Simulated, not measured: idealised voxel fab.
voxel capacitor over wiring: a process module
Cross-section cut: width 170 nm, square cells of 5 nm.
Just so we're on the same page, the cross-sections are grids of square cells, and they're listed out in bands top to bottom, each band one or more rows deep. Band entry format. Leading values: height of top, height of bottom, nm. Remainder: materials in left-to-right order, each with its width in nm. Special words: "throughout" on a single material, which then fills the band edge to edge; "air", empty space. Heights from 0 (as-received wafer is one material below). Bottom band endless downward, as "from 0 down". Read "30 to 40" as a graded width: first number on top, second number at the bottom, same change between each pair of neighbouring rows. Basically "identical to before" means that step didn't change any cell in the cross-section. Empty spaces without an open route to the top, at least 8 cells in extent, make up the entry "Enclosed void catalog"; each is given as width x height at distance, where the distance is measured from the left edge, and all are in nm. Anything after a step's settings on that line? It's the simulator's own note about the step. "overlay nm" denotes, for a step that has a mask, the displacement of the mask to the right of its planned place, with negative values corresponding to the left.
[The planned process steps are enumerated hereunder]
| 1 | RECEIVE: material Si |
| 2 | CONFORMAL_DEP: material SiO2, thk nm 10 |
| 3 | CONFORMAL_DEP: material SiCN, thk nm 5 |
| 4 | DIRECTIONAL_DEP: material lowk, thk nm 25 |
| 5 | MASKED_ETCH: tone open, mask id METAL_1, width nm 30, pitch nm 100, etch materials lowk, depth nm 25, overlay nm 0 |
| 6 | MASKED_ETCH: tone open, mask id METAL_1, width nm 30, pitch nm 100, etch materials SiCN, depth nm 5, overlay nm 0 |
| 7 | CONFORMAL_DEP: material TiN, thk nm 5 |
| 8 | FILL_DEP: material Ru, thk nm 5 |
| 9 | CMP: height nm 40 |
| 10 | CONFORMAL_DEP: material SiCN, thk nm 5 |
| 11 | DIRECTIONAL_DEP: material SiO2, thk nm 10 |
| 12 | DIRECTIONAL_DEP: material aC, thk nm 10 |
| 13 | PATTERN: tone open, mask id PLUG_1, material resist, width nm 15, thk nm 30, overlay nm 0 |
| 14 | DIRECTIONAL_ETCH: etch materials aC, depth nm 10 |
| 15 | STRIP: etch materials resist |
| 16 | DIRECTIONAL_ETCH: etch materials SiO2, depth nm 10 |
| 17 | DIRECTIONAL_ETCH: etch materials SiCN, depth nm 5 |
| 18 | STRIP: etch materials aC |
| 19 | EPI: material Ru, thk nm 10 |
| 20 | EPI: material Ru, thk nm 5 |
| 21 | DIRECTIONAL_DEP: material TiN, thk nm 5 |
| 22 | DIRECTIONAL_DEP: material SiN, thk nm 5 |
| 23 | DIRECTIONAL_DEP: material TiN, thk nm 5 |
| 24 | DIRECTIONAL_DEP: material aC, thk nm 10 |
| 25 | PATTERN: tone cover, mask id UPPER_PLATE, material resist, width nm 75, thk nm 30, overlay nm 0 |
| 26 | DIRECTIONAL_ETCH: etch materials aC, depth nm 10 |
| 27 | STRIP: etch materials resist |
| 28 | DIRECTIONAL_ETCH: etch materials TiN, depth nm 5 |
| 29 | DIRECTIONAL_ETCH: etch materials SiN, depth nm 5 |
| 30 | STRIP: etch materials aC |
| 31 | PATTERN: tone cover, mask id LOWER_PLATE, material resist, width nm 85, thk nm 20, overlay nm 0 |
| 32 | DIRECTIONAL_ETCH: etch materials TiN, depth nm 5 |
| 33 | STRIP: etch materials resist |
| 34 | FILL_DEP: material SiO2, thk nm 20 |
| 35 | CMP: height nm 85 |
| 36 | PATTERN: tone open, mask id PLUG_2, material resist, width nm 15, thk nm 15, overlay nm 0 |
| 37 | DIRECTIONAL_ETCH: etch materials SiO2, depth nm 15 |
| 38 | STRIP: etch materials resist |
| 39 | CONFORMAL_DEP: material TiN, thk nm 5 |
| 40 | FILL_DEP: material W, thk nm 10 |
| 41 | CMP: height nm 85 |
| 42 | CONFORMAL_DEP: material SiN, thk nm 5 |
[Wafer as received: cross-section following step 1]
> from 0 down  Si throughout
> Enclosed void catalog: none
[Cross-section, end of module. Start: as above. Plan: as above. Execution: one mistake]
> from 90 to 85  SiN throughout
> from 85 to 75  SiO2=45, TiN=5, W=5, TiN=5, SiO2=110
> from 75 to 70  SiO2=45, TiN=15, SiO2=110
> from 70 to 65  SiO2 throughout
> from 65 to 60  SiO2=35, TiN=75, SiO2=60
> from 60 to 55  SiO2=35, SiN=75, SiO2=60
> from 55 to 45  SiO2=35, Ru=15, SiO2=120
> from 45 to 40  SiCN=35, Ru=15, SiCN=120
> from 40 to 15  lowk=20, TiN=5, Ru=20, TiN=5, lowk=70, TiN=5, Ru=20, TiN=5, lowk=20
> from 15 to 10  SiCN=20, TiN=30, SiCN=70, TiN=30, SiCN=20
> from 10 to 0  SiO2 throughout
> from 0 down  Si throughout
> Enclosed void catalog: none
What was the processing mistake? no execution of plan step 21; skipped
